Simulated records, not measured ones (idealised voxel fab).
A process module follows: voxel wiring stack.
For reference, the cross-section in this document is cut, with width 190 nm and square cells of 5 nm.
Just so we're on the same page, the cross-sections are grids of square cells, and they're listed out in bands top to bottom, each band one or more rows deep. Read a band's entry like this: the first values are the height of its top and the height of its bottom in nm, and what follows is the sequence of materials from left to right, each with its width in nm. Note that "empty" is empty space, and that a single material marked "throughout" reaches across the band from edge to edge. Basically, 0 is our baseline, since under it the wafer straight out of the box is all one material. The bottom band has no lower end and keeps on going down, so it looks like "0 and below". A two-number width, for instance "30..40", indicates that the width is equal to the first number in the top row of the band and to the second number in the bottom row, and that it changes by a constant amount per row of cells. The cross-section has no changed cell in any step marked "no alteration". Any empty space of 8 cells or more lacking an open way to the top shows up in "Entrapped voids" as width x height at distance, distance from the left edge, in nm. That trailing text on a step's line, after the settings, is the simulator's own remark on the step. Among the settings permitted on a step's line is "overlay nm"; applied to a step with a mask, it specifies the extent to which the mask lay to the right of its planned position, whereas a negative figure signifies a position to the left.
# Steps planned for the process
1. RECEIVE,material Si
2. CONFORMAL_DEP,material SiO2,thk nm 10
3. CONFORMAL_DEP,material SiCN,thk nm 5
4. DIRECTIONAL_DEP,material SiO2,thk nm 20
5. DIRECTIONAL_DEP,material aC,thk nm 10
6. PATTERN,tone open,mask id METAL_1,material resist,width nm 20,pitch nm 40,thk nm 30,overlay nm 0
7. DIRECTIONAL_ETCH,etch materials aC,depth nm 10
8. STRIP,etch materials resist
9. DIRECTIONAL_ETCH,etch materials SiO2,depth nm 20
10. DIRECTIONAL_ETCH,etch materials SiCN,depth nm 5
11. STRIP,etch materials aC
12. CONFORMAL_DEP,material TiN,thk nm 5
13. FILL_DEP,material Cu,thk nm 5
14. CMP,height nm 35
15. CONFORMAL_DEP,material SiCN,thk nm 5
16. DIRECTIONAL_DEP,material SiO2,thk nm 30
17. DIRECTIONAL_DEP,material aC,thk nm 10
18. PATTERN,tone open,mask id METAL_2,material resist,width nm 20,pitch nm 40,thk nm 30,overlay nm 0
19. DIRECTIONAL_ETCH,etch materials aC,depth nm 10
20. STRIP,etch materials resist
21. DIRECTIONAL_ETCH,etch materials SiO2,depth nm 15
22. STRIP,etch materials aC
23. PATTERN,tone open,mask id METAL_2_HOLES,material resist,width nm 15,pitch nm 80,thk nm 20,overlay nm 0
24. DIRECTIONAL_ETCH,etch materials SiO2,depth nm 15
25. DIRECTIONAL_ETCH,etch materials SiCN,depth nm 5
26. STRIP,etch materials resist
27. CONFORMAL_DEP,material TiN,thk nm 5
28. FILL_DEP,material Ru,thk nm 10
29. CMP,height nm 70
30. CONFORMAL_DEP,material SiN,thk nm 5
# Here's what the wafer looked like in cross-section when it arrived - that's after step 1
    0 and below | Si throughout
    Entrapped voids: none
# Starting wafer: above. Plan: above. Run: one mistake. Cross-section after the module: below
    75 down to 70 | SiN throughout
    70 down to 60 | 25 of SiO2, then 5 of TiN, then 10 of Ru, then 5 of TiN, then 20 of SiO2, then 5 of TiN, then 10 of Ru, then 5 of TiN, then 20 of SiO2, then 5 of TiN, then 10 of Ru, then 5 of TiN, then 20 of SiO2, then 5 of TiN, then 10 of Ru, then 5 of TiN, then 25 of SiO2
    60 down to 55 | 25 of SiO2, then 5 of TiN, then 5 of Ru, then 10 of TiN, then 20 of SiO2, then 20 of TiN, then 20 of SiO2, then 5 of TiN, then 5 of Ru, then 10 of TiN, then 20 of SiO2, then 20 of TiN, then 25 of SiO2
    55 down to 40 | 25 of SiO2, then 5 of TiN, then 5 of Ru, then 5 of TiN, then 65 of SiO2, then 5 of TiN, then 5 of Ru, then 5 of TiN, then 70 of SiO2
    40 down to 35 | 25 of SiCN, then 15 of TiN, then 65 of SiCN, then 15 of TiN, then 70 of SiCN
    35 down to 30 | Cu throughout
    30 down to 25 | 30 of TiN, then 10 of Cu, then 30 of TiN, then 10 of Cu, then 30 of TiN, then 10 of Cu, then 30 of TiN, then 10 of Cu, then 30 of TiN
    25 down to 5 | 25 of SiO2, then 5 of TiN, then 10 of Cu, then 5 of TiN, then 20 of SiO2, then 5 of TiN, then 10 of Cu, then 5 of TiN, then 20 of SiO2, then 5 of TiN, then 10 of Cu, then 5 of TiN, then 20 of SiO2, then 5 of TiN, then 10 of Cu, then 5 of TiN, then 25 of SiO2
    5 down to 0 | 25 of SiCN, then 20 of TiN, then 20 of SiCN, then 20 of TiN, then 20 of SiCN, then 20 of TiN, then 20 of SiCN, then 20 of TiN, then 25 of SiCN
    0 and below | Si throughout
    Entrapped voids: none
Deviation from plan: plan step 2 skipped
